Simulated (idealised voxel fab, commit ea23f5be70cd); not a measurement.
Proc. module: voxel capacitor over wiring
The figure presents cross-section cut, which has a width of 210 nm and is divided into square cells with an edge length of 5 nm.
Cross-section = grid of square cells, listed top down in bands; band = one or more rows. Heads up on the band format: heights come first, top then bottom, in nm. After that it's the materials left to right, each with its width in nm. A single material flagged "all across" fills the whole band edge to edge, and "blank" means there's empty space there. Ref level 0: as-received wafer is one material below here. Bottom band extends down with no lower bound ("from 0 down"). A two-number width, for instance "30..40", indicates that the width is equal to the first number in the top row of the band and to the second number in the bottom row, and that it changes by a constant amount per row of cells. For the purposes of this document, the phrase "identical to before" attached to a step denotes that no cell within the cross-section was modified by that step. Under "Closed cavities" you'll find the enclosed gaps, the ones with no way out to the top, that are 8 cells or bigger; each reads width x height at distance, with distance counted from the left edge, everything in nm. Whatever follows a step's settings on its line is a remark the simulator itself makes about that step. The line of a step may include "overlay nm". On a step with a mask, this value is how far to the right of its planned place the mask lay. A negative value means the mask lay to the left.
STEPS PLANNED FOR THE PROCESS
1,RECEIVE | material Si
2,CONFORMAL_DEP | material SiO2 | thk nm 10
3,CONFORMAL_DEP | material SiCN | thk nm 5
4,DIRECTIONAL_DEP | material SiO2 | thk nm 25
5,PATTERN | tone open | mask id METAL_1 | material resist | width nm 25 | pitch nm 80 | thk nm 20 | overlay nm 0
6,DIRECTIONAL_ETCH | etch materials SiO2 | depth nm 25
7,DIRECTIONAL_ETCH | etch materials SiCN | depth nm 5
8,STRIP | etch materials resist
9,CONFORMAL_DEP | material TiN | thk nm 5
10,FILL_DEP | material Ru | thk nm 10
11,CMP | height nm 40
12,CONFORMAL_DEP | material SiCN | thk nm 5
13,DIRECTIONAL_DEP | material lowk | thk nm 15
14,PATTERN | tone open | mask id PLUG_1 | material resist | width nm 15 | thk nm 15 | overlay nm 0
15,DIRECTIONAL_ETCH | etch materials lowk | depth nm 15
16,DIRECTIONAL_ETCH | etch materials SiCN | depth nm 5
17,STRIP | etch materials resist
18,EPI | material Ru | thk nm 10
19,EPI | material Ru | thk nm 10
20,DIRECTIONAL_DEP | material TiN | thk nm 10
21,DIRECTIONAL_DEP | material Al2O3 | thk nm 5
22,DIRECTIONAL_DEP | material TiN | thk nm 10
23,DIRECTIONAL_DEP | material aC | thk nm 10
24,PATTERN | tone cover | mask id UPPER_PLATE | material resist | width nm 60 | thk nm 25 | overlay nm 0
25,DIRECTIONAL_ETCH | etch materials aC | depth nm 10
26,STRIP | etch materials resist
27,DIRECTIONAL_ETCH | etch materials TiN | depth nm 10
28,DIRECTIONAL_ETCH | etch materials Al2O3 | depth nm 5
29,STRIP | etch materials aC
30,DIRECTIONAL_DEP | material aC | thk nm 15
31,PATTERN | tone cover | mask id LOWER_PLATE | material resist | width nm 70 | thk nm 30 | overlay nm 0
32,DIRECTIONAL_ETCH | etch materials aC | depth nm 15
33,STRIP | etch materials resist
34,DIRECTIONAL_ETCH | etch materials TiN | depth nm 10
35,STRIP | etch materials aC
36,FILL_DEP | material SiO2 | thk nm 15
37,CMP | height nm 95
38,DIRECTIONAL_DEP | material aC | thk nm 10
39,PATTERN | tone open | mask id PLUG_2 | material resist | width nm 15 | thk nm 25 | overlay nm 0
40,DIRECTIONAL_ETCH | etch materials aC | depth nm 10
41,STRIP | etch materials resist
42,DIRECTIONAL_ETCH | etch materials SiO2 | depth nm 10
43,STRIP | etch materials aC
44,CONFORMAL_DEP | material TiN | thk nm 5
45,FILL_DEP | material Cu | thk nm 5
46,CMP | height nm 95
47,CONFORMAL_DEP | material SiN | thk nm 5
WAFER AT RECEIPT (POST STEP 1), CROSS-SECTION
    from 0 down: Si all across
    Closed cavities: none
AS-PLANNED RUN: CROSS-SECTION OF THE FIRST OF TWO WAFERS AT END OF MODULE
    from 100 to 95: SiN all across
    from 95 to 90: 70 SiO2, then 5 TiN, then 5 Cu, then 5 TiN, then 125 SiO2
    from 90 to 85: 70 SiO2, then 15 TiN, then 125 SiO2
    from 85 to 75: 60 SiO2, then 60 TiN, then 90 SiO2
    from 75 to 70: 60 SiO2, then 60 Al2O3, then 90 SiO2
    from 70 to 60: 55 SiO2, then 70 TiN, then 85 SiO2
    from 60 to 45: 60 lowk, then 15 Ru, then 135 lowk
    from 45 to 40: 60 SiCN, then 15 Ru, then 135 SiCN
    from 40 to 15: 50 SiO2, then 5 TiN, then 15 Ru, then 5 TiN, then 55 SiO2, then 5 TiN, then 15 Ru, then 5 TiN, then 55 SiO2
    from 15 to 10: 50 SiCN, then 25 TiN, then 55 SiCN, then 25 TiN, then 55 SiCN
    from 10 to 0: SiO2 all across
    from 0 down: Si all across
    Closed cavities: none
SECOND OF TWO WAFERS, MODULE COMPLETE, SECTIONED: IT SHARES THE FIRST WAFER'S START AND PLAN BUT WAS RUN WITH ONE MISTAKE
    from 100 to 95: SiN all across
    from 95 to 90: 70 SiO2, then 5 TiN, then 5 Cu, then 5 TiN, then 125 SiO2
    from 90 to 85: 70 SiO2, then 15 TiN, then 125 SiO2
    from 85 to 75: SiO2 all across
    from 75 to 70: Al2O3 all across
    from 70 to 60: TiN all across
    from 60 to 45: 60 lowk, then 15 Ru, then 135 lowk
    from 45 to 40: 60 SiCN, then 15 Ru, then 135 SiCN
    from 40 to 15: 50 SiO2, then 5 TiN, then 15 Ru, then 5 TiN, then 55 SiO2, then 5 TiN, then 15 Ru, then 5 TiN, then 55 SiO2
    from 15 to 10: 50 SiCN, then 25 TiN, then 55 SiCN, then 25 TiN, then 55 SiCN
    from 10 to 0: SiO2 all across
    from 0 down: Si all across
    Closed cavities: none
Plan not followed: not per plan at step 22, really ran DIRECTIONAL_DEP | material SiO2 | thk nm 10
The second wafer ends with more or fewer cells of some materials than the first, per final count: Al2O3: 30 more, SiO2: 62 fewer, TiN: 32 more
